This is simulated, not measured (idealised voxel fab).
process module | voxel gate over fins
This is section cut - it's 245 nm across, gridded in 5 nm square cells.
If you're reading a cross-section in this doc, picture square cells in a grid; it comes to you as bands, top ones listed first down to the bottom, and a band can be one or more rows of cells.
Quick guide to a band line: top height, bottom height (nm) up front; then every material left to right with its width in nm. Only one material and it's marked "edge to edge"? Then it fills the band edge to edge. And "empty" just means empty space.
It should be noted that heights are counted from 0, beneath which the wafer as supplied is of one material throughout, and that the lowest band possesses no lower boundary but continues downward, as written in "from 0 down".
Width spec "30->40" -> top row of cells at first value, bottom row at second value, equal per-row change in between.
Given "remained the same" for a step, no cell of the cross-section differs between before and after that step.
Closed empty spaces (no open way to the top) of 8 cells or more are what "Closed void entries" lists, each as width x height at distance from the left edge, nm for all three.
Anything after a step's settings on that line? It's the simulator's own note about the step.
overlay nm: right-of-plan distance of the mask on a masked step; negative values mean left-of-plan.
## So here's the lineup of process steps we planned
| 1 | RECEIVE (material Si) |
| 2 | CONFORMAL_DEP (material SiN; thk nm 5) |
| 3 | MASKED_ETCH (tone cover; mask id FINS; width nm 15; pitch nm 55; etch materials SiN; depth nm 5; overlay nm 0) |
| 4 | MASKED_ETCH (tone cover; mask id FINS; width nm 15; pitch nm 55; etch materials Si; depth nm 30; overlay nm 0) |
| 5 | OXIDIZE (depth nm 5) |
| 6 | FILL_DEP (material SiO2; thk nm 15) |
| 7 | CMP (height nm 5) |
| 8 | PATTERN (tone open; mask id RAIL; material resist; width nm 15; thk nm 20; overlay nm 0) |
| 9 | DIRECTIONAL_ETCH (etch materials SiO2; depth nm 30) |
| 10 | STRIP (etch materials resist) |
| 11 | CONFORMAL_DEP (material TiN; thk nm 5) |
| 12 | FILL_DEP (material W; thk nm 5) |
| 13 | CMP (height nm 5) |
| 14 | SELECTIVE_ETCH (etch materials W Ru TiN; depth nm 25) |
| 15 | FILL_DEP (material SiO2; thk nm 5) |
| 16 | CMP (height nm 5) |
| 17 | SELECTIVE_ETCH (etch materials SiO2; depth nm 20) |
| 18 | STRIP (etch materials SiN) |
| 19 | CONFORMAL_DEP (material HfO2; thk nm 5) |
| 20 | CONFORMAL_DEP (material TiN; thk nm 5) |
| 21 | FILL_DEP (material W; thk nm 10) |
| 22 | CMP (height nm 15) |
| 23 | CONFORMAL_DEP (material SiN; thk nm 5) |
## The cross-section here shows the wafer as received, i.e. in its state after step 1
from 0 down = Si edge to edge
Closed void entries: none
## Same starting wafer, same plan as above, one mistake in the execution; this is the cross-section at the end of the module
from 20 to 15 = SiN edge to edge
from 15 to 10 = W edge to edge
from 10 to 5 = 25 nm W, 25 nm TiN, 30 nm W, 25 nm TiN, 30 nm W, 25 nm TiN, 30 nm W, 25 nm TiN, 30 nm W
from 5 to 0 = 25 nm W, 5 nm TiN, 15 nm HfO2, 5 nm TiN, 30 nm W, 5 nm TiN, 15 nm HfO2, 5 nm TiN, 30 nm W, 5 nm TiN, 15 nm HfO2, 5 nm TiN, 30 nm W, 5 nm TiN, 15 nm HfO2, 5 nm TiN, 30 nm W
from 0 to -5 = 25 nm W, 5 nm TiN, 5 nm HfO2, 5 nm Si, 5 nm HfO2, 5 nm TiN, 30 nm W, 5 nm TiN, 5 nm HfO2, 5 nm Si, 5 nm HfO2, 5 nm TiN, 30 nm W, 5 nm TiN, 5 nm HfO2, 5 nm Si, 5 nm HfO2, 5 nm TiN, 30 nm W, 5 nm TiN, 5 nm HfO2, 5 nm Si, 5 nm HfO2, 5 nm TiN, 30 nm W
from -5 to -10 = 30 nm TiN, 5 nm HfO2, 5 nm Si, 5 nm HfO2, 40 nm TiN, 5 nm HfO2, 5 nm Si, 5 nm HfO2, 40 nm TiN, 5 nm HfO2, 5 nm Si, 5 nm HfO2, 40 nm TiN, 5 nm HfO2, 5 nm Si, 5 nm HfO2, 35 nm TiN
from -10 to -15 = 35 nm HfO2, 5 nm Si, 50 nm HfO2, 5 nm Si, 50 nm HfO2, 5 nm Si, 50 nm HfO2, 5 nm Si, 40 nm HfO2
from -15 to -20 = 35 nm SiO2, 5 nm Si, 50 nm SiO2, 5 nm Si, 50 nm SiO2, 5 nm Si, 50 nm SiO2, 5 nm Si, 40 nm SiO2
from -20 to -25 = 35 nm SiO2, 5 nm Si, 15 nm SiO2, 20 nm TiN, 15 nm SiO2, 5 nm Si, 50 nm SiO2, 5 nm Si, 50 nm SiO2, 5 nm Si, 40 nm SiO2
from -25 to -35 = 35 nm SiO2, 5 nm Si, 50 nm SiO2, 5 nm Si, 50 nm SiO2, 5 nm Si, 50 nm SiO2, 5 nm Si, 40 nm SiO2
from -35 down = Si edge to edge
Closed void entries: none
Against the plan, the run slipped here: step 8 changed vs plan, executed as PATTERN (tone open; mask id RAIL; material resist; width nm 20; thk nm 20; overlay nm 0)
